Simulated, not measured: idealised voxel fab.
The document below concerns the process module designated voxel wiring stack.
In the cross-section labelled cut, the width is 240 nm and each square cell is 5 nm.
Bands, listed from the top down, are how a cross-section gets written in this document; the cross-section itself is a grid of square cells, and a band is one or more rows of them.
Basically the band line says how high the top is and how high the bottom is, in nm, and then what's in it from left to right, every material with its width in nm. Empty space shows up as "air", and if a single material carries "all across" it runs the full band edge to edge.
Where do heights start? At 0: under that level the wafer as delivered is made of one material only. And the lowest band has no floor; it just carries on downward, as in "0 down".
A width given as "30..40" starts at the first number in the band's top row and ends at the second number in its bottom row, shifting by an equal amount at every step from row to row.
A step reported as "no change" is a step in which no cell of the cross-section changed.
Entry "Sealed void inventory". Content: empty spaces with no open connection to the top, size 8 cells or greater. Each: width x height at distance. Distance: from left edge. Unit: nm.
On a step's line, text after the settings is the simulator commenting on that step.
On any step carrying a mask, the "overlay nm" setting, if present on the step's line, tells how far right of its planned place the mask lay; negative values point to the left.
Quick note on how to read the rest: it's all pairs. You get the cross-section before a process step and the one after, but the after one only goes down as far as the lowest band that changed. The step in between, with its settings, sits under the pair. Heads up, the pairs can come from different runs of this module on the same starting wafer, so don't assume a pair picks up from the one above unless its "Cross-section, before" entry says it does.
Cross-section, before
> 125 to 115  aC: 80  air: 30  aC: 20  air: 30  aC: 80
> 115 to 100  SiO2: 80  air: 30  SiO2: 20  air: 30  SiO2: 80
> 100 to 85  SiO2: 80  air: 15  SiO2: 145
> 85 to 80  SiCN all across
> 80 to 65  SiO2: 80  TiN: 5  Cu: 20  TiN: 5  SiO2: 20  TiN: 5  Cu: 20  TiN: 5  SiO2: 80
> 65 to 60  SiO2: 80  TiN: 5  Cu: 5  TiN: 20  SiO2: 20  TiN: 5  Cu: 5  TiN: 20  SiO2: 80
> 60 to 45  SiO2: 80  TiN: 5  Cu: 5  TiN: 5  SiO2: 35  TiN: 5  Cu: 5  TiN: 5  SiO2: 95
> 45 to 40  SiCN: 80  TiN: 15  SiCN: 35  TiN: 15  SiCN: 95
> 40 to 20  lowk: 80  TiN: 5  Cu: 20  TiN: 5  lowk: 20  TiN: 5  Cu: 20  TiN: 5  lowk: 80
> 20 to 15  SiN: 80  TiN: 30  SiN: 20  TiN: 30  SiN: 80
> 15 to 0  SiO2 all across
> 0 down  Si all across
> Sealed void inventory: none
Sectional View, Post-Process
> 125 to 115  aC: 80  air: 30  aC: 20  air: 30  aC: 80
> 115 to 85  SiO2: 80  air: 30  SiO2: 20  air: 30  SiO2: 80
> below 85: unchanged
> Sealed void inventory: none
The two cross-sections above are separated by a single process step, namely DIRECTIONAL_ETCH | etch materials SiO2 | depth nm 15
Cross-section, before: For the state before this step, see the after cross-section of the pair located directly above.
Sectional View, Post-Process
> 125 to 115  aC: 80  air: 30  aC: 20  air: 30  aC: 80
> 115 to 85  SiO2: 80  air: 30  SiO2: 20  air: 30  SiO2: 80
> 85 to 80  SiCN: 80  air: 30  SiCN: 20  air: 30  SiCN: 80
> below 80: unchanged
> Sealed void inventory: none
The two cross-sections above are separated by a single process step, namely DIRECTIONAL_ETCH | etch materials SiCN | depth nm 5
Cross-section, before: For the state before this step, see the after cross-section of the pair located directly above.
Sectional View, Post-Process
> 115 to 85  SiO2: 80  air: 30  SiO2: 20  air: 30  SiO2: 80
> below 85: unchanged
> Sealed void inventory: none
The two cross-sections above are separated by a single process step, namely STRIP | etch materials aC
Cross-section, before: For the state before this step, see the after cross-section of the pair located directly above.
Sectional View, Post-Process
> 120 to 115  TiN: 85  air: 20  TiN: 30  air: 20  TiN: 85
> 115 to 85  SiO2: 80  TiN: 5  air: 20  TiN: 5  SiO2: 20  TiN: 5  air: 20  TiN: 5  SiO2: 80
> 85 to 80  SiCN: 80  TiN: 30  SiCN: 20  TiN: 30  SiCN: 80
> below 80: unchanged
> Sealed void inventory: none
The two cross-sections above are separated by a single process step, namely CONFORMAL_DEP | material TiN | thk nm 5
Cross-section, before: For the state before this step, see the after cross-section of the pair located directly above.
Sectional View, Post-Process
> 130 to 120  Cu all across
> 120 to 115  TiN: 85  Cu: 20  TiN: 30  Cu: 20  TiN: 85
> 115 to 85  SiO2: 80  TiN: 5  Cu: 20  TiN: 5  SiO2: 20  TiN: 5  Cu: 20  TiN: 5  SiO2: 80
> below 85: unchanged
> Sealed void inventory: none
The two cross-sections above are separated by a single process step, namely FILL_DEP | material Cu | thk nm 10
Cross-section, before: For the state before this step, see the after cross-section of the pair located directly above.
Sectional View, Post-Process
> 115 to 85  SiO2: 80  TiN: 5  Cu: 20  TiN: 5  SiO2: 20  TiN: 5  Cu: 20  TiN: 5  SiO2: 80
> below 85: unchanged
> Sealed void inventory: none
The two cross-sections above are separated by a single process step, namely CMP | height nm 115
Cross-section, before: For the state before this step, see the after cross-section of the pair located directly above.
Sectional View, Post-Process
> 120 to 115  SiCN all across
> below 115: unchanged
> Sealed void inventory: none
The two cross-sections above are separated by a single process step, namely CONFORMAL_DEP | material SiCN | thk nm 5
Cross-section, before
> 40 to 20  lowk: 80  TiN: 5  Cu: 20  TiN: 5  lowk: 20  TiN: 5  Cu: 20  TiN: 5  lowk: 80
> 20 to 15  SiN: 80  TiN: 30  SiN: 20  TiN: 30  SiN: 80
> 15 to 0  SiO2 all across
> 0 down  Si all across
> Sealed void inventory: none
Sectional View, Post-Process
> 75 to 40  SiO2 all across
> below 40: unchanged
> Sealed void inventory: none
The two cross-sections above are separated by a single process step, namely DIRECTIONAL_DEP | material SiO2 | thk nm 35
Cross-section, before: For the state before this step, see the after cross-section of the pair located directly above.
Sectional View, Post-Process
> 80 to 75  SiCN all across
> below 75: unchanged
> Sealed void inventory: none
The two cross-sections above are separated by a single process step, namely CONFORMAL_DEP | material SiCN | thk nm 5
Cross-section, before: For the state before this step, see the after cross-section of the pair located directly above.
Sectional View, Post-Process
> 95 to 80  aC all across
> below 80: unchanged
> Sealed void inventory: none
The two cross-sections above are separated by a single process step, namely DIRECTIONAL_DEP | material aC | thk nm 15
Cross-section, before: For the state before this step, see the after cross-section of the pair located directly above.
Sectional View, Post-Process
> 130 to 95  resist: 80  air: 30  resist: 20  air: 30  resist: 80
> below 95: unchanged
> Sealed void inventory: none
The two cross-sections above are separated by a single process step, namely PATTERN | tone open | mask id METAL_2 | material resist | width nm 30 | pitch nm 50 | thk nm 35 | overlay nm 0
Cross-section, before: For the state before this step, see the after cross-section of the pair located directly above.
Sectional View, Post-Process
> 115 to 95  resist: 80  air: 30  resist: 20  air: 30  resist: 80
> 95 to 80  aC: 80  air: 30  aC: 20  air: 30  aC: 80
> below 80: unchanged
> Sealed void inventory: none
The two cross-sections above are separated by a single process step, namely DIRECTIONAL_ETCH | etch materials aC | depth nm 15
Cross-section, before: For the state before this step, see the after cross-section of the pair located directly above.
Sectional View, Post-Process
> 95 to 80  aC: 80  air: 30  aC: 20  air: 30  aC: 80
> below 80: unchanged
> Sealed void inventory: none
The two cross-sections above are separated by a single process step, namely STRIP | etch materials resist
Cross-section, before: For the state before this step, see the after cross-section of the pair located directly above.
Sectional View, Post-Process
> 80 to 75  SiCN all across
> below 75: unchanged
> Sealed void inventory: none
The two cross-sections above are separated by a single process step, namely STRIP | etch materials aC
Cross-section, before: For the state before this step, see the after cross-section of the pair located directly above.
Sectional View, Post-Process
> 80 to 75  SiCN: 80  air: 15  SiCN: 35  air: 15  SiCN: 95
> below 75: unchanged
> Sealed void inventory: none
The two cross-sections above are separated by a single process step, namely MASKED_ETCH | tone open | mask id METAL_2_HOLES | width nm 15 | pitch nm 50 | etch materials SiCN | depth nm 5 | overlay nm 0
Cross-section, before: For the state before this step, see the after cross-section of the pair located directly above.
Sectional View, Post-Process
> 85 to 80  TiN: 85  air: 5  TiN: 45  air: 5  TiN: 100
> 80 to 75  SiCN: 80  TiN: 15  SiCN: 35  TiN: 15  SiCN: 95
> below 75: unchanged
> Sealed void inventory: none
The two cross-sections above are separated by a single process step, namely CONFORMAL_DEP | material TiN | thk nm 5
Cross-section, before: For the state before this step, see the after cross-section of the pair located directly above.
Sectional View, Post-Process
> 95 to 85  Cu all across
> 85 to 80  TiN: 85  Cu: 5  TiN: 45  Cu: 5  TiN: 100
> below 80: unchanged
> Sealed void inventory: none
The two cross-sections above are separated by a single process step, namely FILL_DEP | material Cu | thk nm 10
Cross-section, before: For the state before this step, see the after cross-section of the pair located directly above.
Sectional View, Post-Process
> 80 to 75  SiCN: 80  TiN: 15  SiCN: 35  TiN: 15  SiCN: 95
> below 75: unchanged
> Sealed void inventory: none
The two cross-sections above are separated by a single process step, namely CMP | height nm 80
Cross-section, before: For the state before this step, see the after cross-section of the pair located directly above.
Sectional View, Post-Process
> 85 to 80  SiCN all across
> below 80: unchanged
> Sealed void inventory: none
The two cross-sections above are separated by a single process step, namely CONFORMAL_DEP | material SiCN | thk nm 5
Cross-section, before: For the state before this step, see the after cross-section of the pair located directly above.
Sectional View, Post-Process
> 115 to 85  SiO2 all across
> below 85: unchanged
> Sealed void inventory: none
The two cross-sections above are separated by a single process step, namely DIRECTIONAL_DEP | material SiO2 | thk nm 30
Cross-section, before: For the state before this step, see the after cross-section of the pair located directly above.
Sectional View, Post-Process
> 130 to 115  aC all across
> below 115: unchanged
> Sealed void inventory: none
The two cross-sections above are separated by a single process step, namely DIRECTIONAL_DEP | material aC | thk nm 15
Cross-section, before: For the state before this step, see the after cross-section of the pair located directly above.
Sectional View, Post-Process
> 160 to 130  resist: 80  air: 15  resist: 145
> below 130: unchanged
> Sealed void inventory: none
The two cross-sections above are separated by a single process step, namely PATTERN | tone open | mask id METAL_3_HOLES | material resist | width nm 15 | thk nm 30 | overlay nm 0
Cross-section, before: For the state before this step, see the after cross-section of the pair located directly above.
Sectional View, Post-Process
> 145 to 130  resist: 80  air: 15  resist: 145
> 130 to 115  aC: 80  air: 15  aC: 145
> below 115: unchanged
> Sealed void inventory: none
The two cross-sections above are separated by a single process step, namely DIRECTIONAL_ETCH | etch materials aC | depth nm 15
Cross-section, before: For the state before this step, see the after cross-section of the pair located directly above.
Sectional View, Post-Process
> 130 to 115  aC: 80  air: 15  aC: 145
> below 115: unchanged
> Sealed void inventory: none
The two cross-sections above are separated by a single process step, namely STRIP | etch materials resist
Cross-section, before: For the state before this step, see the after cross-section of the pair located directly above.
Sectional View, Post-Process
> 130 to 115  aC: 80  air: 15  aC: 145
> 115 to 85  SiO2: 80  air: 15  SiO2: 145
> below 85: unchanged
> Sealed void inventory: none
The two cross-sections above are separated by a single process step, namely DIRECTIONAL_ETCH | etch materials SiO2 | depth nm 30
Cross-section, before: For the state before this step, see the after cross-section of the pair located directly above.
Sectional View, Post-Process
> 115 to 85  SiO2: 80  air: 15  SiO2: 145
> below 85: unchanged
> Sealed void inventory: none
The two cross-sections above are separated by a single process step, namely STRIP | etch materials aC
Cross-section, before: For the state before this step, see the after cross-section of the pair located directly above.
Sectional View, Post-Process
> 125 to 115  aC: 80  air: 15  aC: 145
> 115 to 95  SiO2: 80  air: 15  SiO2: 145
> 95 to 85  SiO2: 80  aC: 15  SiO2: 145
> below 85: unchanged
> Sealed void inventory: none
The two cross-sections above are separated by a single process step, namely DIRECTIONAL_DEP | material aC | thk nm 10
Cross-section, before: For the state before this step, see the after cross-section of the pair located directly above.
Sectional View, Post-Process
> 150 to 125  resist: 80  air: 30  resist: 20  air: 30  resist: 80
> below 125: unchanged
> Sealed void inventory: none
The two cross-sections above are separated by a single process step, namely PATTERN | tone open | mask id METAL_3 | material resist | width nm 30 | pitch nm 50 | thk nm 25 | overlay nm 0
Cross-section, before: For the state before this step, see the after cross-section of the pair located directly above.
Sectional View, Post-Process
> 140 to 125  resist: 80  air: 30  resist: 20  air: 30  resist: 80
> 125 to 115  aC: 80  air: 30  aC: 20  air: 30  aC: 80
> 115 to 85  SiO2: 80  air: 15  SiO2: 145
> below 85: unchanged
> Sealed void inventory: none
The two cross-sections above are separated by a single process step, namely DIRECTIONAL_ETCH | etch materials aC | depth nm 10
Cross-section, before: For the state before this step, see the after cross-section of the pair located directly above.
Sectional View, Post-Process
> 125 to 115  aC: 80  air: 30  aC: 20  air: 30  aC: 80
> below 115: unchanged
> Sealed void inventory: none
The two cross-sections above are separated by a single process step, namely STRIP | etch materials resist
Cross-section, before: For the state before this step, see the after cross-section of the pair located directly above.
Sectional View, Post-Process
> 125 to 115  aC: 80  air: 30  aC: 20  air: 30  aC: 80
> 115 to 100  SiO2: 80  air: 30  SiO2: 20  air: 30  SiO2: 80
> below 100: unchanged
> Sealed void inventory: none
The two cross-sections above are separated by a single process step, namely DIRECTIONAL_ETCH | etch materials SiO2 | depth nm 15
Cross-section, before: For the state before this step, see the after cross-section of the pair located directly above.
Sectional View, Post-Process
> 125 to 115  aC: 80  air: 30  aC: 20  air: 30  aC: 80
> 115 to 100  SiO2: 80  air: 30  SiO2: 20  air: 30  SiO2: 80
> 100 to 85  SiO2: 80  air: 15  SiO2: 145
> 85 to 80  SiCN: 80  air: 15  SiCN: 145
> below 80: unchanged
> Sealed void inventory: none
The two cross-sections above are separated by a single process step, namely DIRECTIONAL_ETCH | etch materials SiCN | depth nm 5
Cross-section, before: For the state before this step, see the after cross-section of the pair located directly above.
Sectional View, Post-Process
> 115 to 100  SiO2: 80  air: 30  SiO2: 20  air: 30  SiO2: 80
> below 100: unchanged
> Sealed void inventory: none
The two cross-sections above are separated by a single process step, namely STRIP | etch materials aC
Cross-section, before: For the state before this step, see the after cross-section of the pair located directly above.
Sectional View, Post-Process
> 120 to 115  TiN: 85  air: 20  TiN: 30  air: 20  TiN: 85
> 115 to 105  SiO2: 80  TiN: 5  air: 20  TiN: 5  SiO2: 20  TiN: 5  air: 20  TiN: 5  SiO2: 80
> 105 to 100  SiO2: 80  TiN: 5  air: 5  TiN: 20  SiO2: 20  TiN: 30  SiO2: 80
> 100 to 85  SiO2: 80  TiN: 5  air: 5  TiN: 5  SiO2: 145
> 85 to 80  SiCN: 80  TiN: 15  SiCN: 145
> below 80: unchanged
> Sealed void inventory: none
The two cross-sections above are separated by a single process step, namely CONFORMAL_DEP | material TiN | thk nm 5
Cross-section, before: For the state before this step, see the after cross-section of the pair located directly above.
Sectional View, Post-Process
> 130 to 120  Cu all across
> 120 to 115  TiN: 85  Cu: 20  TiN: 30  Cu: 20  TiN: 85
> 115 to 105  SiO2: 80  TiN: 5  Cu: 20  TiN: 5  SiO2: 20  TiN: 5  Cu: 20  TiN: 5  SiO2: 80
> 105 to 100  SiO2: 80  TiN: 5  Cu: 5  TiN: 20  SiO2: 20  TiN: 30  SiO2: 80
> 100 to 85  SiO2: 80  TiN: 5  Cu: 5  TiN: 5  SiO2: 145
> below 85: unchanged
> Sealed void inventory: none
The two cross-sections above are separated by a single process step, namely FILL_DEP | material Cu | thk nm 10
Cross-section, before: For the state before this step, see the after cross-section of the pair located directly above.
Sectional View, Post-Process
> 115 to 105  SiO2: 80  TiN: 5  Cu: 20  TiN: 5  SiO2: 20  TiN: 5  Cu: 20  TiN: 5  SiO2: 80
> below 105: unchanged
> Sealed void inventory: none
The two cross-sections above are separated by a single process step, namely CMP | height nm 115
Cross-section, before: For the state before this step, see the after cross-section of the pair located directly above.
Sectional View, Post-Process
> 120 to 115  SiCN all across
> below 115: unchanged
> Sealed void inventory: none
The two cross-sections above are separated by a single process step, namely CONFORMAL_DEP | material SiCN | thk nm 5
Cross-section, before
> 80 to 65  SiO2: 80  TiN: 5  Cu: 20  TiN: 5  SiO2: 20  TiN: 5  Cu: 20  TiN: 5  SiO2: 80
> 65 to 60  SiO2: 80  TiN: 5  Cu: 5  TiN: 20  SiO2: 20  TiN: 5  Cu: 5  TiN: 20  SiO2: 80
> 60 to 45  SiO2: 80  TiN: 5  Cu: 5  TiN: 5  SiO2: 35  TiN: 5  Cu: 5  TiN: 5  SiO2: 95
> 45 to 40  SiCN: 80  TiN: 15  SiCN: 35  TiN: 15  SiCN: 95
> 40 to 20  lowk: 80  TiN: 5  Cu: 20  TiN: 5  lowk: 20  TiN: 5  Cu: 20  TiN: 5  lowk: 80
> 20 to 15  SiN: 80  TiN: 30  SiN: 20  TiN: 30  SiN: 80
> 15 to 0  SiO2 all across
> 0 down  Si all across
> Sealed void inventory: none
Sectional View, Post-Process
> 95 to 80  SiCN all across
> below 80: unchanged
> Sealed void inventory: none
The two cross-sections above are separated by a single process step, namely CONFORMAL_DEP | material SiCN | thk nm 15
Cross-section, before: For the state before this step, see the after cross-section of the pair located directly above.
Sectional View, Post-Process
> 125 to 95  SiO2 all across
> below 95: unchanged
> Sealed void inventory: none
The two cross-sections above are separated by a single process step, namely DIRECTIONAL_DEP | material SiO2 | thk nm 30
Cross-section, before: For the state before this step, see the after cross-section of the pair located directly above.
Sectional View, Post-Process
> 140 to 125  aC all across
> below 125: unchanged
> Sealed void inventory: none
The two cross-sections above are separated by a single process step, namely DIRECTIONAL_DEP | material aC | thk nm 15
Cross-section, before: For the state before this step, see the after cross-section of the pair located directly above.
Sectional View, Post-Process
> 170 to 140  resist: 80  air: 15  resist: 145
> below 140: unchanged
> Sealed void inventory: none
The two cross-sections above are separated by a single process step, namely PATTERN | tone open | mask id METAL_3_HOLES | material resist | width nm 15 | thk nm 30 | overlay nm 0
Cross-section, before: For the state before this step, see the after cross-section of the pair located directly above.
Sectional View, Post-Process
> 155 to 140  resist: 80  air: 15  resist: 145
> 140 to 125  aC: 80  air: 15  aC: 145
> below 125: unchanged
> Sealed void inventory: none
The two cross-sections above are separated by a single process step, namely DIRECTIONAL_ETCH | etch materials aC | depth nm 15
Cross-section, before: For the state before this step, see the after cross-section of the pair located directly above.
Sectional View, Post-Process
> 140 to 125  aC: 80  air: 15  aC: 145
> below 125: unchanged
> Sealed void inventory: none
The two cross-sections above are separated by a single process step, namely STRIP | etch materials resist
Cross-section, before: For the state before this step, see the after cross-section of the pair located directly above.
Sectional View, Post-Process
> 140 to 125  aC: 80  air: 15  aC: 145
> 125 to 95  SiO2: 80  air: 15  SiO2: 145
> below 95: unchanged
> Sealed void inventory: none
The two cross-sections above are separated by a single process step, namely DIRECTIONAL_ETCH | etch materials SiO2 | depth nm 30
Cross-section, before: For the state before this step, see the after cross-section of the pair located directly above.
Sectional View, Post-Process
> 125 to 95  SiO2: 80  air: 15  SiO2: 145
> below 95: unchanged
> Sealed void inventory: none
The two cross-sections above are separated by a single process step, namely STRIP | etch materials aC
Cross-section, before: For the state before this step, see the after cross-section of the pair located directly above.
Sectional View, Post-Process
> 135 to 125  aC: 80  air: 15  aC: 145
> 125 to 105  SiO2: 80  air: 15  SiO2: 145
> 105 to 95  SiO2: 80  aC: 15  SiO2: 145
> below 95: unchanged
> Sealed void inventory: none
The two cross-sections above are separated by a single process step, namely DIRECTIONAL_DEP | material aC | thk nm 10
Cross-section, before: For the state before this step, see the after cross-section of the pair located directly above.
Sectional View, Post-Process
> 160 to 135  resist: 80  air: 30  resist: 20  air: 30  resist: 80
> below 135: unchanged
> Sealed void inventory: none
The two cross-sections above are separated by a single process step, namely PATTERN | tone open | mask id METAL_3 | material resist | width nm 30 | pitch nm 50 | thk nm 25 | overlay nm 0
Cross-section, before: For the state before this step, see the after cross-section of the pair located directly above.
Sectional View, Post-Process
> 150 to 135  resist: 80  air: 30  resist: 20  air: 30  resist: 80
> 135 to 125  aC: 80  air: 30  aC: 20  air: 30  aC: 80
> 125 to 95  SiO2: 80  air: 15  SiO2: 145
> below 95: unchanged
> Sealed void inventory: none
The two cross-sections above are separated by a single process step, namely DIRECTIONAL_ETCH | etch materials aC | depth nm 10
Cross-section, before: For the state before this step, see the after cross-section of the pair located directly above.
Sectional View, Post-Process
> 135 to 125  aC: 80  air: 30  aC: 20  air: 30  aC: 80
> below 125: unchanged
> Sealed void inventory: none
The two cross-sections above are separated by a single process step, namely STRIP | etch materials resist
Cross-section, before: For the state before this step, see the after cross-section of the pair located directly above.
Sectional View, Post-Process
> 135 to 125  aC: 80  air: 30  aC: 20  air: 30  aC: 80
> 125 to 110  SiO2: 80  air: 30  SiO2: 20  air: 30  SiO2: 80
> below 110: unchanged
> Sealed void inventory: none
The two cross-sections above are separated by a single process step, namely DIRECTIONAL_ETCH | etch materials SiO2 | depth nm 15
Cross-section, before: For the state before this step, see the after cross-section of the pair located directly above.
Sectional View, Post-Process
> 135 to 125  aC: 80  air: 30  aC: 20  air: 30  aC: 80
> 125 to 110  SiO2: 80  air: 30  SiO2: 20  air: 30  SiO2: 80
> 110 to 95  SiO2: 80  air: 15  SiO2: 145
> 95 to 90  SiCN: 80  air: 15  SiCN: 145
> below 90: unchanged
> Sealed void inventory: none
The two cross-sections above are separated by a single process step, namely DIRECTIONAL_ETCH | etch materials SiCN | depth nm 5
Cross-section, before: For the state before this step, see the after cross-section of the pair located directly above.
Sectional View, Post-Process
> 125 to 110  SiO2: 80  air: 30  SiO2: 20  air: 30  SiO2: 80
> below 110: unchanged
> Sealed void inventory: none
The two cross-sections above are separated by a single process step, namely STRIP | etch materials aC
Cross-section, before: For the state before this step, see the after cross-section of the pair located directly above.
Sectional View, Post-Process
> 130 to 125  TiN: 85  air: 20  TiN: 30  air: 20  TiN: 85
> 125 to 115  SiO2: 80  TiN: 5  air: 20  TiN: 5  SiO2: 20  TiN: 5  air: 20  TiN: 5  SiO2: 80
> 115 to 110  SiO2: 80  TiN: 5  air: 5  TiN: 20  SiO2: 20  TiN: 30  SiO2: 80
> 110 to 95  SiO2: 80  TiN: 5  air: 5  TiN: 5  SiO2: 145
> 95 to 90  SiCN: 80  TiN: 15  SiCN: 145
> below 90: unchanged
> Sealed void inventory: none
The two cross-sections above are separated by a single process step, namely CONFORMAL_DEP | material TiN | thk nm 5
Cross-section, before: For the state before this step, see the after cross-section of the pair located directly above.
Sectional View, Post-Process
> 140 to 130  Cu all across
> 130 to 125  TiN: 85  Cu: 20  TiN: 30  Cu: 20  TiN: 85
> 125 to 115  SiO2: 80  TiN: 5  Cu: 20  TiN: 5  SiO2: 20  TiN: 5  Cu: 20  TiN: 5  SiO2: 80
> 115 to 110  SiO2: 80  TiN: 5  Cu: 5  TiN: 20  SiO2: 20  TiN: 30  SiO2: 80
> 110 to 95  SiO2: 80  TiN: 5  Cu: 5  TiN: 5  SiO2: 145
> below 95: unchanged
> Sealed void inventory: none
The two cross-sections above are separated by a single process step, namely FILL_DEP | material Cu | thk nm 10
Cross-section, before: For the state before this step, see the after cross-section of the pair located directly above.
Sectional View, Post-Process
> 115 to 110  SiO2: 80  TiN: 5  Cu: 5  TiN: 20  SiO2: 20  TiN: 30  SiO2: 80
> below 110: unchanged
> Sealed void inventory: none
The two cross-sections above are separated by a single process step, namely CMP | height nm 115
Cross-section, before: For the state before this step, see the after cross-section of the pair located directly above.
Sectional View, Post-Process
> 120 to 115  SiCN all across
> below 115: unchanged
> Sealed void inventory: none
The two cross-sections above are separated by a single process step, namely CONFORMAL_DEP | material SiCN | thk nm 5
Cross-section, before
> 130 to 115  aC all across
> 115 to 85  SiO2 all across
> 85 to 80  SiCN all across
> 80 to 65  SiO2: 80  TiN: 5  Cu: 20  TiN: 5  SiO2: 20  TiN: 5  Cu: 20  TiN: 5  SiO2: 80
> 65 to 60  SiO2: 80  TiN: 5  Cu: 5  TiN: 20  SiO2: 20  TiN: 5  Cu: 5  TiN: 20  SiO2: 80
> 60 to 45  SiO2: 80  TiN: 5  Cu: 5  TiN: 5  SiO2: 35  TiN: 5  Cu: 5  TiN: 5  SiO2: 95
> 45 to 40  SiCN: 80  TiN: 15  SiCN: 35  TiN: 15  SiCN: 95
> 40 to 20  lowk: 80  TiN: 5  Cu: 20  TiN: 5  lowk: 20  TiN: 5  Cu: 20  TiN: 5  lowk: 80
> 20 to 15  SiN: 80  TiN: 30  SiN: 20  TiN: 30  SiN: 80
> 15 to 0  SiO2 all across
> 0 down  Si all across
> Sealed void inventory: none
Sectional View, Post-Process
> 160 to 130  resist: 75  air: 25  resist: 140
> below 130: unchanged
> Sealed void inventory: none
The two cross-sections above are separated by a single process step, namely PATTERN | tone open | mask id METAL_3_HOLES | material resist | width nm 25 | thk nm 30 | overlay nm 0
Cross-section, before: For the state before this step, see the after cross-section of the pair located directly above.
Sectional View, Post-Process
> 145 to 130  resist: 75  air: 25  resist: 140
> 130 to 115  aC: 75  air: 25  aC: 140
> below 115: unchanged
> Sealed void inventory: none
The two cross-sections above are separated by a single process step, namely DIRECTIONAL_ETCH | etch materials aC | depth nm 15
Cross-section, before: For the state before this step, see the after cross-section of the pair located directly above.
Sectional View, Post-Process
> 130 to 115  aC: 75  air: 25  aC: 140
> below 115: unchanged
> Sealed void inventory: none
The two cross-sections above are separated by a single process step, namely STRIP | etch materials resist
Cross-section, before: For the state before this step, see the after cross-section of the pair located directly above.
Sectional View, Post-Process
> 130 to 115  aC: 75  air: 25  aC: 140
> 115 to 85  SiO2: 75  air: 25  SiO2: 140
> below 85: unchanged
> Sealed void inventory: none
The two cross-sections above are separated by a single process step, namely DIRECTIONAL_ETCH | etch materials SiO2 | depth nm 30
Cross-section, before: For the state before this step, see the after cross-section of the pair located directly above.
Sectional View, Post-Process
> 115 to 85  SiO2: 75  air: 25  SiO2: 140
> below 85: unchanged
> Sealed void inventory: none
The two cross-sections above are separated by a single process step, namely STRIP | etch materials aC
Cross-section, before: For the state before this step, see the after cross-section of the pair located directly above.
Sectional View, Post-Process
> 125 to 115  aC: 75  air: 25  aC: 140
> 115 to 95  SiO2: 75  air: 25  SiO2: 140
> 95 to 85  SiO2: 75  aC: 25  SiO2: 140
> below 85: unchanged
> Sealed void inventory: none
The two cross-sections above are separated by a single process step, namely DIRECTIONAL_DEP | material aC | thk nm 10
Cross-section, before: For the state before this step, see the after cross-section of the pair located directly above.
Sectional View, Post-Process
> 150 to 125  resist: 80  air: 30  resist: 20  air: 30  resist: 80
> 125 to 115  aC: 75  resist: 5  air: 20  aC: 140
> 115 to 95  SiO2: 75  resist: 5  air: 20  SiO2: 140
> below 95: unchanged
> Sealed void inventory: none
The two cross-sections above are separated by a single process step, namely PATTERN | tone open | mask id METAL_3 | material resist | width nm 30 | pitch nm 50 | thk nm 25 | overlay nm 0
Cross-section, before: For the state before this step, see the after cross-section of the pair located directly above.
Sectional View, Post-Process
> 140 to 125  resist: 80  air: 30  resist: 20  air: 30  resist: 80
> 125 to 115  aC: 75  resist: 5  air: 30  aC: 20  air: 30  aC: 80
> 115 to 95  SiO2: 75  resist: 5  air: 20  SiO2: 140
> 95 to 85  SiO2: 75  aC: 5  air: 20  SiO2: 140
> below 85: unchanged
> Sealed void inventory: none
The two cross-sections above are separated by a single process step, namely DIRECTIONAL_ETCH | etch materials aC | depth nm 10
Cross-section, before: For the state before this step, see the after cross-section of the pair located directly above.
Sectional View, Post-Process
> 125 to 115  aC: 75  air: 35  aC: 20  air: 30  aC: 80
> 115 to 95  SiO2: 75  air: 25  SiO2: 140
> below 95: unchanged
> Sealed void inventory: none
The two cross-sections above are separated by a single process step, namely STRIP | etch materials resist
Cross-section, before: For the state before this step, see the after cross-section of the pair located directly above.
Sectional View, Post-Process
> 125 to 115  aC: 75  air: 35  aC: 20  air: 30  aC: 80
> 115 to 100  SiO2: 75  air: 35  SiO2: 20  air: 30  SiO2: 80
> below 100: unchanged
> Sealed void inventory: none
The two cross-sections above are separated by a single process step, namely DIRECTIONAL_ETCH | etch materials SiO2 | depth nm 15
Cross-section, before: For the state before this step, see the after cross-section of the pair located directly above.
Sectional View, Post-Process
> 125 to 115  aC: 75  air: 35  aC: 20  air: 30  aC: 80
> 115 to 100  SiO2: 75  air: 35  SiO2: 20  air: 30  SiO2: 80
> 100 to 95  SiO2: 75  air: 25  SiO2: 140
> 95 to 85  SiO2: 75  aC: 5  air: 20  SiO2: 140
> 85 to 80  SiCN: 80  air: 20  SiCN: 140
> below 80: unchanged
> Sealed void inventory: none
The two cross-sections above are separated by a single process step, namely DIRECTIONAL_ETCH | etch materials SiCN | depth nm 5
Cross-section, before: For the state before this step, see the after cross-section of the pair located directly above.
Sectional View, Post-Process
> 115 to 100  SiO2: 75  air: 35  SiO2: 20  air: 30  SiO2: 80
> 100 to 85  SiO2: 75  air: 25  SiO2: 140
> below 85: unchanged
> Sealed void inventory: none
The two cross-sections above are separated by a single process step, namely STRIP | etch materials aC
Cross-section, before: For the state before this step, see the after cross-section of the pair located directly above.
Sectional View, Post-Process
> 120 to 115  TiN: 80  air: 25  TiN: 30  air: 20  TiN: 85
> 115 to 105  SiO2: 75  TiN: 5  air: 25  TiN: 5  SiO2: 20  TiN: 5  air: 20  TiN: 5  SiO2: 80
> 105 to 100  SiO2: 75  TiN: 5  air: 15  TiN: 15  SiO2: 20  TiN: 30  SiO2: 80
> 100 to 90  SiO2: 75  TiN: 5  air: 15  TiN: 5  SiO2: 140
> 90 to 85  SiO2: 75  TiN: 10  air: 10  TiN: 5  SiO2: 140
> 85 to 80  SiCN: 80  TiN: 20  SiCN: 140
> below 80: unchanged
> Sealed void inventory: none
The two cross-sections above are separated by a single process step, namely CONFORMAL_DEP | material TiN | thk nm 5
Cross-section, before: For the state before this step, see the after cross-section of the pair located directly above.
Sectional View, Post-Process
> 130 to 120  Cu all across
> 120 to 115  TiN: 80  Cu: 25  TiN: 30  Cu: 20  TiN: 85
> 115 to 105  SiO2: 75  TiN: 5  Cu: 25  TiN: 5  SiO2: 20  TiN: 5  Cu: 20  TiN: 5  SiO2: 80
> 105 to 100  SiO2: 75  TiN: 5  Cu: 15  TiN: 15  SiO2: 20  TiN: 30  SiO2: 80
> 100 to 90  SiO2: 75  TiN: 5  Cu: 15  TiN: 5  SiO2: 140
> 90 to 85  SiO2: 75  TiN: 10  Cu: 10  TiN: 5  SiO2: 140
> below 85: unchanged
> Sealed void inventory: none
The two cross-sections above are separated by a single process step, namely FILL_DEP | material Cu | thk nm 10
Cross-section, before: For the state before this step, see the after cross-section of the pair located directly above.
Sectional View, Post-Process
> 115 to 105  SiO2: 75  TiN: 5  Cu: 25  TiN: 5  SiO2: 20  TiN: 5  Cu: 20  TiN: 5  SiO2: 80
> below 105: unchanged
> Sealed void inventory: none
The two cross-sections above are separated by a single process step, namely CMP | height nm 115
Cross-section, before: For the state before this step, see the after cross-section of the pair located directly above.
Sectional View, Post-Process
> 120 to 115  SiCN all across
> below 115: unchanged
> Sealed void inventory: none
The two cross-sections above are separated by a single process step, namely CONFORMAL_DEP | material SiCN | thk nm 5
